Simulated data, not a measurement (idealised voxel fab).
You're looking at the process module voxel capacitor over wiring.
180 nm wide, 5 nm square cells: that's cross-section cut.
Each cross-section below is a grid of square cells, stated as bands in top-down order, with one or more rows of cells making up each band.
The entry gives the band's vertical extent as a top height and a bottom height in nm, then its horizontal make-up as materials from left to right, each with a width in nm. "air" stands for empty space; a single material marked "full width" fills the band edge to edge.
It should be noted that heights are counted from 0, beneath which the wafer as supplied is of one material throughout, and that the lowest band possesses no lower boundary but continues downward, as written in "0..down".
Top row gets the first number, bottom row gets the second, and each row in between changes by the same step: that is how a band width like "30..40" works.
"no modification" -> step changed no cross-section cell.
Any empty space of 8 cells or more lacking an open way to the top shows up in "Sealed void listing" as width x height at distance, distance from the left edge, in nm.
Past the settings on a step's line: simulator remark, on that step.
When a step includes a mask, the "overlay nm" setting on its line states how far to the right of its planned place that mask lay, and negative values state how far to the left.

Intended process steps:
1 RECEIVE with material Si
2 CONFORMAL_DEP with material SiO2, thk nm 10
3 DIRECTIONAL_DEP with material TiN, thk nm 5
4 DIRECTIONAL_DEP with material W, thk nm 15
5 PATTERN with tone cover, mask id METAL_1, material resist, width nm 25, pitch nm 75, thk nm 15, overlay nm 0
6 DIRECTIONAL_ETCH with etch materials W, depth nm 15
7 DIRECTIONAL_ETCH with etch materials TiN, depth nm 5
8 STRIP with etch materials resist
9 FILL_DEP with material lowk, thk nm 5
10 CMP with height nm 30
11 CONFORMAL_DEP with material SiCN, thk nm 5
12 DIRECTIONAL_DEP with material lowk, thk nm 20
13 PATTERN with tone open, mask id PLUG_1, material resist, width nm 15, thk nm 15, overlay nm 0
14 DIRECTIONAL_ETCH with etch materials lowk, depth nm 20
15 DIRECTIONAL_ETCH with etch materials SiCN, depth nm 5
16 STRIP with etch materials resist
17 EPI with material Ru, thk nm 10
18 EPI with material Ru, thk nm 10
19 EPI with material Ru, thk nm 5
20 DIRECTIONAL_DEP with material TiN, thk nm 10
21 DIRECTIONAL_DEP with material Al2O3, thk nm 5
22 DIRECTIONAL_DEP with material TiN, thk nm 5
23 DIRECTIONAL_DEP with material aC, thk nm 15
24 PATTERN with tone cover, mask id UPPER_PLATE, material resist, width nm 55, thk nm 35, overlay nm 0
25 DIRECTIONAL_ETCH with etch materials aC, depth nm 15
26 STRIP with etch materials resist
27 DIRECTIONAL_ETCH with etch materials TiN, depth nm 5
28 DIRECTIONAL_ETCH with etch materials Al2O3, depth nm 5
29 STRIP with etch materials aC
30 PATTERN with tone cover, mask id LOWER_PLATE, material resist, width nm 65, thk nm 20, overlay nm 0
31 DIRECTIONAL_ETCH with etch materials TiN, depth nm 10
32 STRIP with etch materials resist
33 FILL_DEP with material SiO2, thk nm 20
34 CMP with height nm 90
35 PATTERN with tone open, mask id PLUG_2, material resist, width nm 15, thk nm 20, overlay nm 0
36 DIRECTIONAL_ETCH with etch materials SiO2, depth nm 15
37 STRIP with etch materials resist
38 CONFORMAL_DEP with material TiN, thk nm 5
39 FILL_DEP with material W, thk nm 10
40 CMP with height nm 90
41 CONFORMAL_DEP with material SiN, thk nm 5

Received-state cross-section, reflecting completion of step 1:
	0..down  Si full width
	Sealed void listing: none

End state of the module in cross-section, given the above starting point and plan and one mistake in execution:
	95..90  SiN full width
	90..80  SiO2: 60, TiN: 5, W: 5, TiN: 5, SiO2: 105
	80..70  SiO2: 60..65, TiN: 15..40, SiO2: 105..75
	70..65  SiO2: 65, Al2O3: 40, SiO2: 75
	65..60  SiO2: 45, TiN: 65, SiO2: 70
	60..55  SiO2: 45, TiN: 5, Al2O3: 15, TiN: 45, SiO2: 70
	55..45  lowk: 50, TiN: 15, lowk: 115
	45..35  lowk full width
	35..30  SiCN full width
	30..15  lowk: 40, W: 25, lowk: 50, W: 25, lowk: 40
	15..10  lowk: 40, TiN: 25, lowk: 50, TiN: 25, lowk: 40
	10..0  SiO2 full width
	0..down  Si full width
	Sealed void listing: none
Deviation noted in wafer processing: step 14 was run on a setting that differed from the plan, and what really ran there is DIRECTIONAL_ETCH with etch materials lowk, depth nm 10
